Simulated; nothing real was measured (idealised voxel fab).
process module | voxel released beams
cross-section cut | 210 nm wide | cells 5 nm
A cross-section is a grid of square cells, given in bands from the top down. A band is one or more rows of cells.
Each band's line starts with the height of the band's top and of its bottom, in nm. Then come its materials from left to right, each with its width in nm. One material with "throughout" fills the band from edge to edge. "air" is empty space.
Height 0 is the level under which the wafer as received is all one material. The lowest band goes on downwards, as in "0 down".
A width such as "30 to 40" changes by the same amount from each row of cells to the next, from the band's top row to its bottom row.
"no change" after a step means that no cell of the cross-section changed.
closed voids: empty space of 8 cells or more with no open way to the top, each as width x height at its distance from the left edge, in nm
after a step's settings: what the simulator itself notes on the step
overlay nm, on a step with a mask: how far to the right of its planned place the mask lay; to the left if negative
plan
1 op RECEIVE | material Si
2 op CONFORMAL_DEP | material SiN | thk nm 10
3 op DIRECTIONAL_DEP | material SiO2 | thk nm 10
4 op PATTERN | tone open | mask id ANCHOR | material resist | width nm 45 | thk nm 20 | overlay nm 0
5 op DIRECTIONAL_ETCH | etch materials SiO2 | depth nm 10
6 op STRIP | etch materials resist
7 op CONFORMAL_DEP | material W | thk nm 15
8 op PATTERN | tone cover | mask id BEAM | material resist | width nm 115 | thk nm 15 | overlay nm 0
9 op DIRECTIONAL_ETCH | etch materials W | depth nm 15
10 op STRIP | etch materials resist
11 op STRIP | etch materials SiO2
as received, after step 1
  0 down: Si throughout
  closed voids: none
first wafer at the end, as planned
  35 to 25: air 45 | W 20 | air 15 | W 80 | air 50
  25 to 20: air 45 | W 115 | air 50
  20 to 10: air 50 | W 45 | air 115
  10 to 0: SiN throughout
  0 down: Si throughout
  closed voids: none
second wafer at the end: like start, like plan, one mistake
  25 to 15: air 45 | W 20 | air 15 | W 80 | air 50
  15 to 10: air 45 | W 115 | air 50
  10 to 0: air 50 | W 45 | air 115
  0 down: Si throughout
  closed voids: none
what went wrong: step 2 was left out
at the end the second wafer has, in cells: 84 fewer of SiN
